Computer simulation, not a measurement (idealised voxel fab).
Documented hereafter: the process module known as voxel fin reveal.
Square cells of 5 nm make up the cross-section cut, whose width is 285 nm.
A cross-section is a grid of square cells, given in bands from the top down. A band is one or more rows of cells. The band entry comprises the height of the band's top followed by the height of its bottom, expressed in nm, and subsequently the band's materials from left to right, each stated together with its width in nm. Where a single material is marked with the word "full width", that material fills the band from edge to edge. The word "blank" represents empty space. Ref level 0: as-received wafer is one material below here. Bottom band extends down with no lower bound ("0..down"). Width spec "30 to 40" -> top row of cells at first value, bottom row at second value, equal per-row change in between. A step reported as "no alteration" is a step in which no cell of the cross-section changed. The entry titled "Enclosed cavities" provides the empty spaces that have no open way to the top, restricted to those of 8 cells or more. Each is presented as width x height at distance, the distance being measured from the left edge, with all three in nm. Whatever follows a step's settings on its line is a remark the simulator itself makes about that step. Regarding "overlay nm": on a step with a mask, it is the distance the mask lay to the right of its planned place; a negative value places it to the left.
# The following list gives the planned process steps
step 1: RECEIVE [material Si]
step 2: CONFORMAL_DEP [material SiN] [thk nm 10]
step 3: DIRECTIONAL_DEP [material aC] [thk nm 15]
step 4: PATTERN [tone cover] [mask id FINS] [material resist] [width nm 15] [pitch nm 40] [thk nm 30] [overlay nm -15]
step 5: DIRECTIONAL_ETCH [etch materials aC] [depth nm 15]
step 6: STRIP [etch materials resist]
step 7: DIRECTIONAL_ETCH [etch materials SiN] [depth nm 10]
step 8: DIRECTIONAL_ETCH [etch materials Si] [depth nm 35]
step 9: STRIP [etch materials aC]
step 10: FILL_DEP [material SiO2] [thk nm 10]
step 11: CMP [height nm 10]
step 12: SELECTIVE_ETCH [etch materials SiO2] [depth nm 20]
step 13: STRIP [etch materials SiN]
step 14: CONFORMAL_DEP [material HfO2] [thk nm 5]
Across this set of wafers, the varied parameter is the overlay nm of step 4. Starting conditions are identical for every wafer, and the plan reports the value assigned to the first wafer.
# Cross-sectional view of the first of several wafers in the as-received condition, corresponding to the state following step 1
    0..down = Si full width
    Enclosed cavities: none
# Gained (+) or lost (-) cells of each material since receipt, then closed voids: one row per wafer, at the end of the module
overlay nm -15 | +69 HfO2 | -336 Si | +240 SiO2 | Enclosed cavities: none
overlay nm -10 | +69 HfO2 | -336 Si | +240 SiO2 | Enclosed cavities: none
overlay nm -5 | +69 HfO2 | -336 Si | +240 SiO2 | Enclosed cavities: none
overlay nm 0 | +69 HfO2 | -336 Si | +240 SiO2 | Enclosed cavities: none
overlay nm 5 | +69 HfO2 | -336 Si | +240 SiO2 | Enclosed cavities: none
overlay nm 10 | +69 HfO2 | -336 Si | +240 SiO2 | Enclosed cavities: none
overlay nm 15 | +69 HfO2 | -336 Si | +240 SiO2 | Enclosed cavities: none
